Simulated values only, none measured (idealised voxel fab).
Process module name: voxel wiring stack
Cross-section cut spans 195 nm and uses square cells 5 nm in size.
A cross-section is a grid of square cells, given in bands from the top down. A band is one or more rows of cells. Heights first: top, then bottom, in nm. Then materials, left to right, each with a width in nm. "edge to edge" on a single material: fills the band edge to edge. "blank": empty space. Convention: height 0 is the level below which the wafer, as received, is all one material. The lowest band does not terminate at the bottom but continues downward, represented as "0..down". Read "30..40" as a graded width: first number on top, second number at the bottom, same change between each pair of neighbouring rows. Any step labelled "remains unaltered" changed none of the cells in the cross-section. The label "Enclosed cavities" introduces a list of the empty spaces, 8 cells or larger, that have no open way up to the top; each entry in it reads width x height at distance, where the distance is taken from the left edge and all three are stated in nm. Heads up: the bit after the settings on a step's line is the simulator's remark on that step. "overlay nm" on a masked step: distance the mask lay right of its planned place, negative for left.

Here's what the planned process steps look like
| 1 | RECEIVE, material Si |
| 2 | CONFORMAL_DEP, material SiO2, thk nm 15 |
| 3 | DIRECTIONAL_DEP, material TiN, thk nm 5 |
| 4 | DIRECTIONAL_DEP, material W, thk nm 15 |
| 5 | MASKED_ETCH, tone cover, mask id METAL_1, width nm 30, pitch nm 50, etch materials W, depth nm 15, overlay nm 0 |
| 6 | MASKED_ETCH, tone cover, mask id METAL_1, width nm 30, pitch nm 50, etch materials TiN, depth nm 5, overlay nm 0 |
| 7 | CONFORMAL_DEP, material SiN, thk nm 5 |
| 8 | FILL_DEP, material SiO2, thk nm 5 |
| 9 | CMP, height nm 35 |
| 10 | CONFORMAL_DEP, material SiCN, thk nm 5 |
| 11 | DIRECTIONAL_DEP, material SiO2, thk nm 10 |
| 12 | MASKED_ETCH, tone open, mask id PLUG_1, width nm 15, pitch nm 50, etch materials SiO2, depth nm 10, overlay nm 0 |
| 13 | MASKED_ETCH, tone open, mask id PLUG_1, width nm 15, pitch nm 50, etch materials SiCN, depth nm 5, overlay nm 0 |
| 14 | EPI, material Ru, thk nm 10 |
| 15 | EPI, material Ru, thk nm 5 |
| 16 | CONFORMAL_DEP, material SiN, thk nm 5 |
| 17 | DIRECTIONAL_DEP, material lowk, thk nm 20 |
| 18 | DIRECTIONAL_DEP, material aC, thk nm 15 |
| 19 | PATTERN, tone open, mask id METAL_2, material resist, width nm 30, pitch nm 50, thk nm 35, overlay nm 0 |
| 20 | DIRECTIONAL_ETCH, etch materials aC, depth nm 15 |
| 21 | STRIP, etch materials resist |
| 22 | DIRECTIONAL_ETCH, etch materials lowk, depth nm 20 |
| 23 | DIRECTIONAL_ETCH, etch materials SiN, depth nm 5 |
| 24 | STRIP, etch materials aC |
| 25 | CONFORMAL_DEP, material TiN, thk nm 5 |
| 26 | FILL_DEP, material Cu, thk nm 10 |
| 27 | CMP, height nm 75 |
| 28 | EPI, material Ru, thk nm 5 |
| 29 | FILL_DEP, material SiCN, thk nm 5 |

Wafer, first of two, run as planned

The cross-section here shows the wafer as received, i.e. in its state after step 1
* 0..down | Si edge to edge
* Enclosed cavities: none

The wafer in cross-section once step 2 is complete
* 15..0 | SiO2 edge to edge
* Whatever lies below 0 is exactly as it was before.

The wafer in cross-section once step 3 is complete
* 20..15 | TiN edge to edge
* Whatever lies below 15 is exactly as it was before.

The wafer in cross-section once step 4 is complete
* 35..20 | W edge to edge
* Whatever lies below 20 is exactly as it was before.

The wafer in cross-section once step 5 is complete
* 35..20 | 30 nm blank, 30 nm W, 20 nm blank, 30 nm W, 20 nm blank, 30 nm W, 35 nm blank
* Whatever lies below 20 is exactly as it was before.

The wafer in cross-section once step 6 is complete
* 35..20 | 30 nm blank, 30 nm W, 20 nm blank, 30 nm W, 20 nm blank, 30 nm W, 35 nm blank
* 20..15 | 30 nm blank, 30 nm TiN, 20 nm blank, 30 nm TiN, 20 nm blank, 30 nm TiN, 35 nm blank
* Whatever lies below 15 is exactly as it was before.

The wafer in cross-section once step 7 is complete
* 40..35 | 25 nm blank, 40 nm SiN, 10 nm blank, 40 nm SiN, 10 nm blank, 40 nm SiN, 30 nm blank
* 35..20 | 25 nm blank, 5 nm SiN, 30 nm W, 5 nm SiN, 10 nm blank, 5 nm SiN, 30 nm W, 5 nm SiN, 10 nm blank, 5 nm SiN, 30 nm W, 5 nm SiN, 30 nm blank
* 20..15 | 30 nm SiN, 30 nm TiN, 20 nm SiN, 30 nm TiN, 20 nm SiN, 30 nm TiN, 35 nm SiN
* Whatever lies below 15 is exactly as it was before.

The wafer in cross-section once step 8 is complete
* 45..40 | SiO2 edge to edge
* 40..35 | 25 nm SiO2, 40 nm SiN, 10 nm SiO2, 40 nm SiN, 10 nm SiO2, 40 nm SiN, 30 nm SiO2
* 35..20 | 25 nm SiO2, 5 nm SiN, 30 nm W, 5 nm SiN, 10 nm SiO2, 5 nm SiN, 30 nm W, 5 nm SiN, 10 nm SiO2, 5 nm SiN, 30 nm W, 5 nm SiN, 30 nm SiO2
* Whatever lies below 20 is exactly as it was before.

The wafer in cross-section once step 9 is complete
* 35..20 | 25 nm SiO2, 5 nm SiN, 30 nm W, 5 nm SiN, 10 nm SiO2, 5 nm SiN, 30 nm W, 5 nm SiN, 10 nm SiO2, 5 nm SiN, 30 nm W, 5 nm SiN, 30 nm SiO2
* Whatever lies below 20 is exactly as it was before.

The wafer in cross-section once step 10 is complete
* 40..35 | SiCN edge to edge
* Whatever lies below 35 is exactly as it was before.

The wafer in cross-section once step 11 is complete
* 50..40 | SiO2 edge to edge
* Whatever lies below 40 is exactly as it was before.

The wafer in cross-section once step 12 is complete
* 50..40 | 30 nm SiO2, 15 nm blank, 35 nm SiO2, 15 nm blank, 35 nm SiO2, 15 nm blank, 50 nm SiO2
* Whatever lies below 40 is exactly as it was before.

The wafer in cross-section once step 13 is complete
* 50..40 | 30 nm SiO2, 15 nm blank, 35 nm SiO2, 15 nm blank, 35 nm SiO2, 15 nm blank, 50 nm SiO2
* 40..35 | 30 nm SiCN, 15 nm blank, 35 nm SiCN, 15 nm blank, 35 nm SiCN, 15 nm blank, 50 nm SiCN
* Whatever lies below 35 is exactly as it was before.

The wafer in cross-section once step 14 is complete
* 50..45 | 30 nm SiO2, 15 nm blank, 35 nm SiO2, 15 nm blank, 35 nm SiO2, 15 nm blank, 50 nm SiO2
* 45..40 | 30 nm SiO2, 15 nm Ru, 35 nm SiO2, 15 nm Ru, 35 nm SiO2, 15 nm Ru, 50 nm SiO2
* 40..35 | 30 nm SiCN, 15 nm Ru, 35 nm SiCN, 15 nm Ru, 35 nm SiCN, 15 nm Ru, 50 nm SiCN
* Whatever lies below 35 is exactly as it was before.

The wafer in cross-section once step 15 is complete
* 50..40 | 30 nm SiO2, 15 nm Ru, 35 nm SiO2, 15 nm Ru, 35 nm SiO2, 15 nm Ru, 50 nm SiO2
* Whatever lies below 40 is exactly as it was before.

The wafer in cross-section once step 16 is complete
* 55..50 | SiN edge to edge
* Whatever lies below 50 is exactly as it was before.

The wafer in cross-section once step 17 is complete
* 75..55 | lowk edge to edge
* Whatever lies below 55 is exactly as it was before.

The wafer in cross-section once step 18 is complete
* 90..75 | aC edge to edge
* Whatever lies below 75 is exactly as it was before.

The wafer in cross-section once step 19 is complete
* 125..90 | 30 nm resist, 30 nm blank, 20 nm resist, 30 nm blank, 20 nm resist, 30 nm blank, 35 nm resist
* Whatever lies below 90 is exactly as it was before.

The wafer in cross-section once step 20 is complete
* 110..90 | 30 nm resist, 30 nm blank, 20 nm resist, 30 nm blank, 20 nm resist, 30 nm blank, 35 nm resist
* 90..75 | 30 nm aC, 30 nm blank, 20 nm aC, 30 nm blank, 20 nm aC, 30 nm blank, 35 nm aC
* Whatever lies below 75 is exactly as it was before.

The wafer in cross-section once step 21 is complete
* 90..75 | 30 nm aC, 30 nm blank, 20 nm aC, 30 nm blank, 20 nm aC, 30 nm blank, 35 nm aC
* Whatever lies below 75 is exactly as it was before.

The wafer in cross-section once step 22 is complete
* 90..75 | 30 nm aC, 30 nm blank, 20 nm aC, 30 nm blank, 20 nm aC, 30 nm blank, 35 nm aC
* 75..55 | 30 nm lowk, 30 nm blank, 20 nm lowk, 30 nm blank, 20 nm lowk, 30 nm blank, 35 nm lowk
* Whatever lies below 55 is exactly as it was before.

The wafer in cross-section once step 23 is complete
* 90..75 | 30 nm aC, 30 nm blank, 20 nm aC, 30 nm blank, 20 nm aC, 30 nm blank, 35 nm aC
* 75..55 | 30 nm lowk, 30 nm blank, 20 nm lowk, 30 nm blank, 20 nm lowk, 30 nm blank, 35 nm lowk
* 55..50 | 30 nm SiN, 30 nm blank, 20 nm SiN, 30 nm blank, 20 nm SiN, 30 nm blank, 35 nm SiN
* Whatever lies below 50 is exactly as it was before.

The wafer in cross-section once step 24 is complete
* 75..55 | 30 nm lowk, 30 nm blank, 20 nm lowk, 30 nm blank, 20 nm lowk, 30 nm blank, 35 nm lowk
* Whatever lies below 55 is exactly as it was before.

The wafer in cross-section once step 25 is complete
* 80..75 | 35 nm TiN, 20 nm blank, 30 nm TiN, 20 nm blank, 30 nm TiN, 20 nm blank, 40 nm TiN
* 75..55 | 30 nm lowk, 5 nm TiN, 20 nm blank, 5 nm TiN, 20 nm lowk, 5 nm TiN, 20 nm blank, 5 nm TiN, 20 nm lowk, 5 nm TiN, 20 nm blank, 5 nm TiN, 35 nm lowk
* 55..50 | 30 nm SiN, 30 nm TiN, 20 nm SiN, 30 nm TiN, 20 nm SiN, 30 nm TiN, 35 nm SiN
* Whatever lies below 50 is exactly as it was before.

The wafer in cross-section once step 26 is complete
* 90..80 | Cu edge to edge
* 80..75 | 35 nm TiN, 20 nm Cu, 30 nm TiN, 20 nm Cu, 30 nm TiN, 20 nm Cu, 40 nm TiN
* 75..55 | 30 nm lowk, 5 nm TiN, 20 nm Cu, 5 nm TiN, 20 nm lowk, 5 nm TiN, 20 nm Cu, 5 nm TiN, 20 nm lowk, 5 nm TiN, 20 nm Cu, 5 nm TiN, 35 nm lowk
* Whatever lies below 55 is exactly as it was before.

The wafer in cross-section once step 27 is complete
* 75..55 | 30 nm lowk, 5 nm TiN, 20 nm Cu, 5 nm TiN, 20 nm lowk, 5 nm TiN, 20 nm Cu, 5 nm TiN, 20 nm lowk, 5 nm TiN, 20 nm Cu, 5 nm TiN, 35 nm lowk
* Whatever lies below 55 is exactly as it was before.

The wafer in cross-section once step 28 is complete
* 80..75 | 25 nm blank, 40 nm Ru, 10 nm blank, 40 nm Ru, 10 nm blank, 40 nm Ru, 30 nm blank
* Whatever lies below 75 is exactly as it was before.

The wafer in cross-section once step 29 is complete
* 85..80 | SiCN edge to edge
* 80..75 | 25 nm SiCN, 40 nm Ru, 10 nm SiCN, 40 nm Ru, 10 nm SiCN, 40 nm Ru, 30 nm SiCN
* Whatever lies below 75 is exactly as it was before.

Second Wafer (Identical Start and Plan, One Processing Error; Matches First Wafer Through Step 1)

Cross-section of the second wafer at the time by which step 2 should have been completed according to the plan
* 5..0 | TiN edge to edge
* Whatever lies below 0 is exactly as it was before.

Cross-section of the second wafer at the time by which step 3 should have been completed according to the plan
* 20..5 | SiO2 edge to edge
* Whatever lies below 5 is exactly as it was before.

Cross-section of the second wafer at the time by which step 4 should have been completed according to the plan
* 35..20 | W edge to edge
* Whatever lies below 20 is exactly as it was before.

Cross-section of the second wafer at the time by which step 5 should have been completed according to the plan
* 35..20 | 30 nm blank, 30 nm W, 20 nm blank, 30 nm W, 20 nm blank, 30 nm W, 35 nm blank
* Whatever lies below 20 is exactly as it was before.

Cross-section of the second wafer at the time by which step 6 should have been completed according to the plan: remains unaltered

Cross-section of the second wafer at the time by which step 7 should have been completed according to the plan
* 40..35 | 25 nm blank, 40 nm SiN, 10 nm blank, 40 nm SiN, 10 nm blank, 40 nm SiN, 30 nm blank
* 35..25 | 25 nm blank, 5 nm SiN, 30 nm W, 5 nm SiN, 10 nm blank, 5 nm SiN, 30 nm W, 5 nm SiN, 10 nm blank, 5 nm SiN, 30 nm W, 5 nm SiN, 30 nm blank
* 25..20 | 30 nm SiN, 30 nm W, 20 nm SiN, 30 nm W, 20 nm SiN, 30 nm W, 35 nm SiN
* Whatever lies below 20 is exactly as it was before.

Cross-section of the second wafer at the time by which step 8 should have been completed according to the plan
* 45..40 | SiO2 edge to edge
* 40..35 | 25 nm SiO2, 40 nm SiN, 10 nm SiO2, 40 nm SiN, 10 nm SiO2, 40 nm SiN, 30 nm SiO2
* 35..25 | 25 nm SiO2, 5 nm SiN, 30 nm W, 5 nm SiN, 10 nm SiO2, 5 nm SiN, 30 nm W, 5 nm SiN, 10 nm SiO2, 5 nm SiN, 30 nm W, 5 nm SiN, 30 nm SiO2
* Whatever lies below 25 is exactly as it was before.

Cross-section of the second wafer at the time by which step 9 should have been completed according to the plan
* 35..25 | 25 nm SiO2, 5 nm SiN, 30 nm W, 5 nm SiN, 10 nm SiO2, 5 nm SiN, 30 nm W, 5 nm SiN, 10 nm SiO2, 5 nm SiN, 30 nm W, 5 nm SiN, 30 nm SiO2
* Whatever lies below 25 is exactly as it was before.

Cross-section of the second wafer at the time by which step 10 should have been completed according to the plan
* 40..35 | SiCN edge to edge
* Whatever lies below 35 is exactly as it was before.

Cross-section of the second wafer at the time by which step 11 should have been completed according to the plan
* 50..40 | SiO2 edge to edge
* Whatever lies below 40 is exactly as it was before.

Cross-section of the second wafer at the time by which step 12 should have been completed according to the plan
* 50..40 | 30 nm SiO2, 15 nm blank, 35 nm SiO2, 15 nm blank, 35 nm SiO2, 15 nm blank, 50 nm SiO2
* Whatever lies below 40 is exactly as it was before.

Cross-section of the second wafer at the time by which step 13 should have been completed according to the plan
* 50..40 | 30 nm SiO2, 15 nm blank, 35 nm SiO2, 15 nm blank, 35 nm SiO2, 15 nm blank, 50 nm SiO2
* 40..35 | 30 nm SiCN, 15 nm blank, 35 nm SiCN, 15 nm blank, 35 nm SiCN, 15 nm blank, 50 nm SiCN
* Whatever lies below 35 is exactly as it was before.

Cross-section of the second wafer at the time by which step 14 should have been completed according to the plan
* 50..45 | 30 nm SiO2, 15 nm blank, 35 nm SiO2, 15 nm blank, 35 nm SiO2, 15 nm blank, 50 nm SiO2
* 45..40 | 30 nm SiO2, 15 nm Ru, 35 nm SiO2, 15 nm Ru, 35 nm SiO2, 15 nm Ru, 50 nm SiO2
* 40..35 | 30 nm SiCN, 15 nm Ru, 35 nm SiCN, 15 nm Ru, 35 nm SiCN, 15 nm Ru, 50 nm SiCN
* Whatever lies below 35 is exactly as it was before.

Cross-section of the second wafer at the time by which step 15 should have been completed according to the plan
* 50..40 | 30 nm SiO2, 15 nm Ru, 35 nm SiO2, 15 nm Ru, 35 nm SiO2, 15 nm Ru, 50 nm SiO2
* Whatever lies below 40 is exactly as it was before.

Cross-section of the second wafer at the time by which step 16 should have been completed according to the plan
* 55..50 | SiN edge to edge
* Whatever lies below 50 is exactly as it was before.

Cross-section of the second wafer at the time by which step 17 should have been completed according to the plan
* 75..55 | lowk edge to edge
* Whatever lies below 55 is exactly as it was before.

Cross-section of the second wafer at the time by which step 18 should have been completed according to the plan
* 90..75 | aC edge to edge
* Whatever lies below 75 is exactly as it was before.

Cross-section of the second wafer at the time by which step 19 should have been completed according to the plan
* 125..90 | 30 nm resist, 30 nm blank, 20 nm resist, 30 nm blank, 20 nm resist, 30 nm blank, 35 nm resist
* Whatever lies below 90 is exactly as it was before.

Cross-section of the second wafer at the time by which step 20 should have been completed according to the plan
* 110..90 | 30 nm resist, 30 nm blank, 20 nm resist, 30 nm blank, 20 nm resist, 30 nm blank, 35 nm resist
* 90..75 | 30 nm aC, 30 nm blank, 20 nm aC, 30 nm blank, 20 nm aC, 30 nm blank, 35 nm aC
* Whatever lies below 75 is exactly as it was before.

Cross-section of the second wafer at the time by which step 21 should have been completed according to the plan
* 90..75 | 30 nm aC, 30 nm blank, 20 nm aC, 30 nm blank, 20 nm aC, 30 nm blank, 35 nm aC
* Whatever lies below 75 is exactly as it was before.

Cross-section of the second wafer at the time by which step 22 should have been completed according to the plan
* 90..75 | 30 nm aC, 30 nm blank, 20 nm aC, 30 nm blank, 20 nm aC, 30 nm blank, 35 nm aC
* 75..55 | 30 nm lowk, 30 nm blank, 20 nm lowk, 30 nm blank, 20 nm lowk, 30 nm blank, 35 nm lowk
* Whatever lies below 55 is exactly as it was before.

Cross-section of the second wafer at the time by which step 23 should have been completed according to the plan
* 90..75 | 30 nm aC, 30 nm blank, 20 nm aC, 30 nm blank, 20 nm aC, 30 nm blank, 35 nm aC
* 75..55 | 30 nm lowk, 30 nm blank, 20 nm lowk, 30 nm blank, 20 nm lowk, 30 nm blank, 35 nm lowk
* 55..50 | 30 nm SiN, 30 nm blank, 20 nm SiN, 30 nm blank, 20 nm SiN, 30 nm blank, 35 nm SiN
* Whatever lies below 50 is exactly as it was before.

Cross-section of the second wafer at the time by which step 24 should have been completed according to the plan
* 75..55 | 30 nm lowk, 30 nm blank, 20 nm lowk, 30 nm blank, 20 nm lowk, 30 nm blank, 35 nm lowk
* Whatever lies below 55 is exactly as it was before.

Cross-section of the second wafer at the time by which step 25 should have been completed according to the plan
* 80..75 | 35 nm TiN, 20 nm blank, 30 nm TiN, 20 nm blank, 30 nm TiN, 20 nm blank, 40 nm TiN
* 75..55 | 30 nm lowk, 5 nm TiN, 20 nm blank, 5 nm TiN, 20 nm lowk, 5 nm TiN, 20 nm blank, 5 nm TiN, 20 nm lowk, 5 nm TiN, 20 nm blank, 5 nm TiN, 35 nm lowk
* 55..50 | 30 nm SiN, 30 nm TiN, 20 nm SiN, 30 nm TiN, 20 nm SiN, 30 nm TiN, 35 nm SiN
* Whatever lies below 50 is exactly as it was before.

Cross-section of the second wafer at the time by which step 26 should have been completed according to the plan
* 90..80 | Cu edge to edge
* 80..75 | 35 nm TiN, 20 nm Cu, 30 nm TiN, 20 nm Cu, 30 nm TiN, 20 nm Cu, 40 nm TiN
* 75..55 | 30 nm lowk, 5 nm TiN, 20 nm Cu, 5 nm TiN, 20 nm lowk, 5 nm TiN, 20 nm Cu, 5 nm TiN, 20 nm lowk, 5 nm TiN, 20 nm Cu, 5 nm TiN, 35 nm lowk
* Whatever lies below 55 is exactly as it was before.

Cross-section of the second wafer at the time by which step 27 should have been completed according to the plan
* 75..55 | 30 nm lowk, 5 nm TiN, 20 nm Cu, 5 nm TiN, 20 nm lowk, 5 nm TiN, 20 nm Cu, 5 nm TiN, 20 nm lowk, 5 nm TiN, 20 nm Cu, 5 nm TiN, 35 nm lowk
* Whatever lies below 55 is exactly as it was before.

Cross-section of the second wafer at the time by which step 28 should have been completed according to the plan
* 80..75 | 25 nm blank, 40 nm Ru, 10 nm blank, 40 nm Ru, 10 nm blank, 40 nm Ru, 30 nm blank
* Whatever lies below 75 is exactly as it was before.

Cross-section of the second wafer at the time by which step 29 should have been completed according to the plan
* 85..80 | SiCN edge to edge
* 80..75 | 25 nm SiCN, 40 nm Ru, 10 nm SiCN, 40 nm Ru, 10 nm SiCN, 40 nm Ru, 30 nm SiCN
* Whatever lies below 75 is exactly as it was before.
The mistake made against the process plan was this: step 3 occupied the plan position of step 2, and the converse holds as well
Final tally in cells, some materials are higher or lower on the second wafer than on the first: SiN -6 | SiO2 -15 | TiN +21
